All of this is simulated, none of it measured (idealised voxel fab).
The following process module bears the name voxel self aligned vias.
205 nm wide, 5 nm square cells: that's cross-section cut.
A cross-section is a grid of square cells, given in bands from the top down. A band is one or more rows of cells.
Quick guide to a band line: top height, bottom height (nm) up front; then every material left to right with its width in nm. Only one material and it's marked "all across"? Then it fills the band edge to edge. And "empty" just means empty space.
Note: height 0 marks the level under which the wafer is uniformly one material as received. Lowest band unbounded below, written "0 -> down".
The expression "30->40" gives the width at the extremes of the band, the first number at its top row of cells and the second at its bottom row, with the width changing by equal amounts from each row to the next in between.
"nothing different" -> step changed no cross-section cell.
Closed-off voids of 8+ cells (no open route to the top) go in "Enclosed empty spaces", written width x height at distance from the left edge, in nm.
Note: text after step settings on the step line = simulator remark on that step.
The optional step-line setting "overlay nm" applies to steps with a mask and quantifies how far to the right of its planned location the mask lay, a negative value indicating leftward placement.

So here's the lineup of process steps we planned:
1 RECEIVE with material Si
2 CONFORMAL_DEP with material SiO2, thk nm 15
3 CONFORMAL_DEP with material SiCN, thk nm 5
4 DIRECTIONAL_DEP with material SiO2, thk nm 20
5 PATTERN with tone open, mask id LINES, material resist, width nm 25, pitch nm 60, thk nm 20, overlay nm 0
6 DIRECTIONAL_ETCH with etch materials SiO2, depth nm 20
7 STRIP with etch materials resist
8 CONFORMAL_DEP with material TiN, thk nm 5
9 FILL_DEP with material Ru, thk nm 5
10 CMP with height nm 40
11 SELECTIVE_ETCH with etch materials W Ru TiN, depth nm 5
12 FILL_DEP with material SiN, thk nm 5
13 CMP with height nm 40
14 DIRECTIONAL_DEP with material SiO2, thk nm 15
15 MASKED_ETCH with tone open, mask id VIAS, width nm 45, pitch nm 60, etch materials SiO2, depth nm 15, overlay nm 0
16 MASKED_ETCH with tone open, mask id VIAS, width nm 45, pitch nm 60, etch materials SiN, depth nm 5, overlay nm 0
17 CONFORMAL_DEP with material TiN, thk nm 5
18 FILL_DEP with material W, thk nm 5
19 CMP with height nm 55
20 CONFORMAL_DEP with material SiN, thk nm 5

The first wafer of two, processed as planned:

Wafer cross-section on receipt, i.e. after step 1:
	0 -> down = Si all across
	Enclosed empty spaces: none

Cross-section of the wafer after step 2:
	15 -> 0 = SiO2 all across
	Everything under 0 stays put, no change at all.

Cross-section of the wafer after step 3:
	20 -> 15 = SiCN all across
	Everything under 15 stays put, no change at all.

Cross-section of the wafer after step 4:
	40 -> 20 = SiO2 all across
	Everything under 20 stays put, no change at all.

Cross-section of the wafer after step 5:
	60 -> 40 = 30 nm resist | 25 nm empty | 35 nm resist | 25 nm empty | 35 nm resist | 25 nm empty | 30 nm resist
	Everything under 40 stays put, no change at all.

Cross-section of the wafer after step 6:
	60 -> 40 = 30 nm resist | 25 nm empty | 35 nm resist | 25 nm empty | 35 nm resist | 25 nm empty | 30 nm resist
	40 -> 20 = 30 nm SiO2 | 25 nm empty | 35 nm SiO2 | 25 nm empty | 35 nm SiO2 | 25 nm empty | 30 nm SiO2
	Everything under 20 stays put, no change at all.

Cross-section of the wafer after step 7:
	40 -> 20 = 30 nm SiO2 | 25 nm empty | 35 nm SiO2 | 25 nm empty | 35 nm SiO2 | 25 nm empty | 30 nm SiO2
	Everything under 20 stays put, no change at all.

Cross-section of the wafer after step 8:
	45 -> 40 = 35 nm TiN | 15 nm empty | 45 nm TiN | 15 nm empty | 45 nm TiN | 15 nm empty | 35 nm TiN
	40 -> 25 = 30 nm SiO2 | 5 nm TiN | 15 nm empty | 5 nm TiN | 35 nm SiO2 | 5 nm TiN | 15 nm empty | 5 nm TiN | 35 nm SiO2 | 5 nm TiN | 15 nm empty | 5 nm TiN | 30 nm SiO2
	25 -> 20 = 30 nm SiO2 | 25 nm TiN | 35 nm SiO2 | 25 nm TiN | 35 nm SiO2 | 25 nm TiN | 30 nm SiO2
	Everything under 20 stays put, no change at all.

Cross-section of the wafer after step 9:
	50 -> 45 = Ru all across
	45 -> 40 = 35 nm TiN | 15 nm Ru | 45 nm TiN | 15 nm Ru | 45 nm TiN | 15 nm Ru | 35 nm TiN
	40 -> 25 = 30 nm SiO2 | 5 nm TiN | 15 nm Ru | 5 nm TiN | 35 nm SiO2 | 5 nm TiN | 15 nm Ru | 5 nm TiN | 35 nm SiO2 | 5 nm TiN | 15 nm Ru | 5 nm TiN | 30 nm SiO2
	Everything under 25 stays put, no change at all.

Cross-section of the wafer after step 10:
	40 -> 25 = 30 nm SiO2 | 5 nm TiN | 15 nm Ru | 5 nm TiN | 35 nm SiO2 | 5 nm TiN | 15 nm Ru | 5 nm TiN | 35 nm SiO2 | 5 nm TiN | 15 nm Ru | 5 nm TiN | 30 nm SiO2
	Everything under 25 stays put, no change at all.

Cross-section of the wafer after step 11:
	40 -> 35 = 30 nm SiO2 | 25 nm empty | 35 nm SiO2 | 25 nm empty | 35 nm SiO2 | 25 nm empty | 30 nm SiO2
	Everything under 35 stays put, no change at all.

Cross-section of the wafer after step 12:
	45 -> 40 = SiN all across
	40 -> 35 = 30 nm SiO2 | 25 nm SiN | 35 nm SiO2 | 25 nm SiN | 35 nm SiO2 | 25 nm SiN | 30 nm SiO2
	Everything under 35 stays put, no change at all.

Cross-section of the wafer after step 13:
	40 -> 35 = 30 nm SiO2 | 25 nm SiN | 35 nm SiO2 | 25 nm SiN | 35 nm SiO2 | 25 nm SiN | 30 nm SiO2
	Everything under 35 stays put, no change at all.

Cross-section of the wafer after step 14:
	55 -> 40 = SiO2 all across
	Everything under 40 stays put, no change at all.

Cross-section of the wafer after step 15:
	55 -> 40 = 20 nm SiO2 | 45 nm empty | 15 nm SiO2 | 45 nm empty | 15 nm SiO2 | 45 nm empty | 20 nm SiO2
	Everything under 40 stays put, no change at all.

Cross-section of the wafer after step 16:
	55 -> 40 = 20 nm SiO2 | 45 nm empty | 15 nm SiO2 | 45 nm empty | 15 nm SiO2 | 45 nm empty | 20 nm SiO2
	40 -> 35 = 30 nm SiO2 | 25 nm empty | 35 nm SiO2 | 25 nm empty | 35 nm SiO2 | 25 nm empty | 30 nm SiO2
	Everything under 35 stays put, no change at all.

Cross-section of the wafer after step 17:
	60 -> 55 = 25 nm TiN | 35 nm empty | 25 nm TiN | 35 nm empty | 25 nm TiN | 35 nm empty | 25 nm TiN
	55 -> 45 = 20 nm SiO2 | 5 nm TiN | 35 nm empty | 5 nm TiN | 15 nm SiO2 | 5 nm TiN | 35 nm empty | 5 nm TiN | 15 nm SiO2 | 5 nm TiN | 35 nm empty | 5 nm TiN | 20 nm SiO2
	45 -> 40 = 20 nm SiO2 | 15 nm TiN | 15 nm empty | 15 nm TiN | 15 nm SiO2 | 15 nm TiN | 15 nm empty | 15 nm TiN | 15 nm SiO2 | 15 nm TiN | 15 nm empty | 15 nm TiN | 20 nm SiO2
	40 -> 35 = 30 nm SiO2 | 25 nm TiN | 35 nm SiO2 | 25 nm TiN | 35 nm SiO2 | 25 nm TiN | 30 nm SiO2
	Everything under 35 stays put, no change at all.

Cross-section of the wafer after step 18:
	65 -> 60 = W all across
	60 -> 55 = 25 nm TiN | 35 nm W | 25 nm TiN | 35 nm W | 25 nm TiN | 35 nm W | 25 nm TiN
	55 -> 45 = 20 nm SiO2 | 5 nm TiN | 35 nm W | 5 nm TiN | 15 nm SiO2 | 5 nm TiN | 35 nm W | 5 nm TiN | 15 nm SiO2 | 5 nm TiN | 35 nm W | 5 nm TiN | 20 nm SiO2
	45 -> 40 = 20 nm SiO2 | 15 nm TiN | 15 nm W | 15 nm TiN | 15 nm SiO2 | 15 nm TiN | 15 nm W | 15 nm TiN | 15 nm SiO2 | 15 nm TiN | 15 nm W | 15 nm TiN | 20 nm SiO2
	Everything under 40 stays put, no change at all.

Cross-section of the wafer after step 19:
	55 -> 45 = 20 nm SiO2 | 5 nm TiN | 35 nm W | 5 nm TiN | 15 nm SiO2 | 5 nm TiN | 35 nm W | 5 nm TiN | 15 nm SiO2 | 5 nm TiN | 35 nm W | 5 nm TiN | 20 nm SiO2
	Everything under 45 stays put, no change at all.

Cross-section of the wafer after step 20:
	60 -> 55 = SiN all across
	Everything under 55 stays put, no change at all.

Okay, second wafer. Nothing different at the start, nothing different in the plan, just one mistake somewhere in the running. As far as step 4, counting that step, it's the first wafer all over again:

Cross-sectional representation of the second wafer at the time designated in the plan for the completion of step 5:
	60 -> 40 = 35 nm resist | 20 nm empty | 40 nm resist | 20 nm empty | 40 nm resist | 20 nm empty | 30 nm resist
	Everything under 40 stays put, no change at all.

Cross-sectional representation of the second wafer at the time designated in the plan for the completion of step 6:
	60 -> 40 = 35 nm resist | 20 nm empty | 40 nm resist | 20 nm empty | 40 nm resist | 20 nm empty | 30 nm resist
	40 -> 20 = 35 nm SiO2 | 20 nm empty | 40 nm SiO2 | 20 nm empty | 40 nm SiO2 | 20 nm empty | 30 nm SiO2
	Everything under 20 stays put, no change at all.

Cross-sectional representation of the second wafer at the time designated in the plan for the completion of step 7:
	40 -> 20 = 35 nm SiO2 | 20 nm empty | 40 nm SiO2 | 20 nm empty | 40 nm SiO2 | 20 nm empty | 30 nm SiO2
	Everything under 20 stays put, no change at all.

Cross-sectional representation of the second wafer at the time designated in the plan for the completion of step 8:
	45 -> 40 = 40 nm TiN | 10 nm empty | 50 nm TiN | 10 nm empty | 50 nm TiN | 10 nm empty | 35 nm TiN
	40 -> 25 = 35 nm SiO2 | 5 nm TiN | 10 nm empty | 5 nm TiN | 40 nm SiO2 | 5 nm TiN | 10 nm empty | 5 nm TiN | 40 nm SiO2 | 5 nm TiN | 10 nm empty | 5 nm TiN | 30 nm SiO2
	25 -> 20 = 35 nm SiO2 | 20 nm TiN | 40 nm SiO2 | 20 nm TiN | 40 nm SiO2 | 20 nm TiN | 30 nm SiO2
	Everything under 20 stays put, no change at all.

Cross-sectional representation of the second wafer at the time designated in the plan for the completion of step 9:
	50 -> 45 = Ru all across
	45 -> 40 = 40 nm TiN | 10 nm Ru | 50 nm TiN | 10 nm Ru | 50 nm TiN | 10 nm Ru | 35 nm TiN
	40 -> 25 = 35 nm SiO2 | 5 nm TiN | 10 nm Ru | 5 nm TiN | 40 nm SiO2 | 5 nm TiN | 10 nm Ru | 5 nm TiN | 40 nm SiO2 | 5 nm TiN | 10 nm Ru | 5 nm TiN | 30 nm SiO2
	Everything under 25 stays put, no change at all.

Cross-sectional representation of the second wafer at the time designated in the plan for the completion of step 10:
	40 -> 25 = 35 nm SiO2 | 5 nm TiN | 10 nm Ru | 5 nm TiN | 40 nm SiO2 | 5 nm TiN | 10 nm Ru | 5 nm TiN | 40 nm SiO2 | 5 nm TiN | 10 nm Ru | 5 nm TiN | 30 nm SiO2
	Everything under 25 stays put, no change at all.

Cross-sectional representation of the second wafer at the time designated in the plan for the completion of step 11:
	40 -> 35 = 35 nm SiO2 | 20 nm empty | 40 nm SiO2 | 20 nm empty | 40 nm SiO2 | 20 nm empty | 30 nm SiO2
	Everything under 35 stays put, no change at all.

Cross-sectional representation of the second wafer at the time designated in the plan for the completion of step 12:
	45 -> 40 = SiN all across
	40 -> 35 = 35 nm SiO2 | 20 nm SiN | 40 nm SiO2 | 20 nm SiN | 40 nm SiO2 | 20 nm SiN | 30 nm SiO2
	Everything under 35 stays put, no change at all.

Cross-sectional representation of the second wafer at the time designated in the plan for the completion of step 13:
	40 -> 35 = 35 nm SiO2 | 20 nm SiN | 40 nm SiO2 | 20 nm SiN | 40 nm SiO2 | 20 nm SiN | 30 nm SiO2
	Everything under 35 stays put, no change at all.

Cross-sectional representation of the second wafer at the time designated in the plan for the completion of step 14:
	55 -> 40 = SiO2 all across
	Everything under 40 stays put, no change at all.

Cross-sectional representation of the second wafer at the time designated in the plan for the completion of step 15:
	55 -> 40 = 20 nm SiO2 | 45 nm empty | 15 nm SiO2 | 45 nm empty | 15 nm SiO2 | 45 nm empty | 20 nm SiO2
	Everything under 40 stays put, no change at all.

Cross-sectional representation of the second wafer at the time designated in the plan for the completion of step 16:
	55 -> 40 = 20 nm SiO2 | 45 nm empty | 15 nm SiO2 | 45 nm empty | 15 nm SiO2 | 45 nm empty | 20 nm SiO2
	40 -> 35 = 35 nm SiO2 | 20 nm empty | 40 nm SiO2 | 20 nm empty | 40 nm SiO2 | 20 nm empty | 30 nm SiO2
	Everything under 35 stays put, no change at all.

Cross-sectional representation of the second wafer at the time designated in the plan for the completion of step 17:
	60 -> 55 = 25 nm TiN | 35 nm empty | 25 nm TiN | 35 nm empty | 25 nm TiN | 35 nm empty | 25 nm TiN
	55 -> 45 = 20 nm SiO2 | 5 nm TiN | 35 nm empty | 5 nm TiN | 15 nm SiO2 | 5 nm TiN | 35 nm empty | 5 nm TiN | 15 nm SiO2 | 5 nm TiN | 35 nm empty | 5 nm TiN | 20 nm SiO2
	45 -> 40 = 20 nm SiO2 | 20 nm TiN | 10 nm empty | 15 nm TiN | 15 nm SiO2 | 20 nm TiN | 10 nm empty | 15 nm TiN | 15 nm SiO2 | 20 nm TiN | 10 nm empty | 15 nm TiN | 20 nm SiO2
	40 -> 35 = 35 nm SiO2 | 20 nm TiN | 40 nm SiO2 | 20 nm TiN | 40 nm SiO2 | 20 nm TiN | 30 nm SiO2
	Everything under 35 stays put, no change at all.

Cross-sectional representation of the second wafer at the time designated in the plan for the completion of step 18:
	65 -> 60 = W all across
	60 -> 55 = 25 nm TiN | 35 nm W | 25 nm TiN | 35 nm W | 25 nm TiN | 35 nm W | 25 nm TiN
	55 -> 45 = 20 nm SiO2 | 5 nm TiN | 35 nm W | 5 nm TiN | 15 nm SiO2 | 5 nm TiN | 35 nm W | 5 nm TiN | 15 nm SiO2 | 5 nm TiN | 35 nm W | 5 nm TiN | 20 nm SiO2
	45 -> 40 = 20 nm SiO2 | 20 nm TiN | 10 nm W | 15 nm TiN | 15 nm SiO2 | 20 nm TiN | 10 nm W | 15 nm TiN | 15 nm SiO2 | 20 nm TiN | 10 nm W | 15 nm TiN | 20 nm SiO2
	Everything under 40 stays put, no change at all.

Cross-sectional representation of the second wafer at the time designated in the plan for the completion of step 19:
	55 -> 45 = 20 nm SiO2 | 5 nm TiN | 35 nm W | 5 nm TiN | 15 nm SiO2 | 5 nm TiN | 35 nm W | 5 nm TiN | 15 nm SiO2 | 5 nm TiN | 35 nm W | 5 nm TiN | 20 nm SiO2
	Everything under 45 stays put, no change at all.

Cross-sectional representation of the second wafer at the time designated in the plan for the completion of step 20:
	60 -> 55 = SiN all across
	Everything under 55 stays put, no change at all.
The plan and the run diverged here: step 5 ran differently from the plan; actual operation with settings: PATTERN with tone open, mask id LINES, material resist, width nm 20, pitch nm 60, thk nm 20, overlay nm 0
at the end the second wafer has, in cells: Ru: 6 fewer; SiO2: 12 more; TiN: 3 fewer; W: 3 fewer
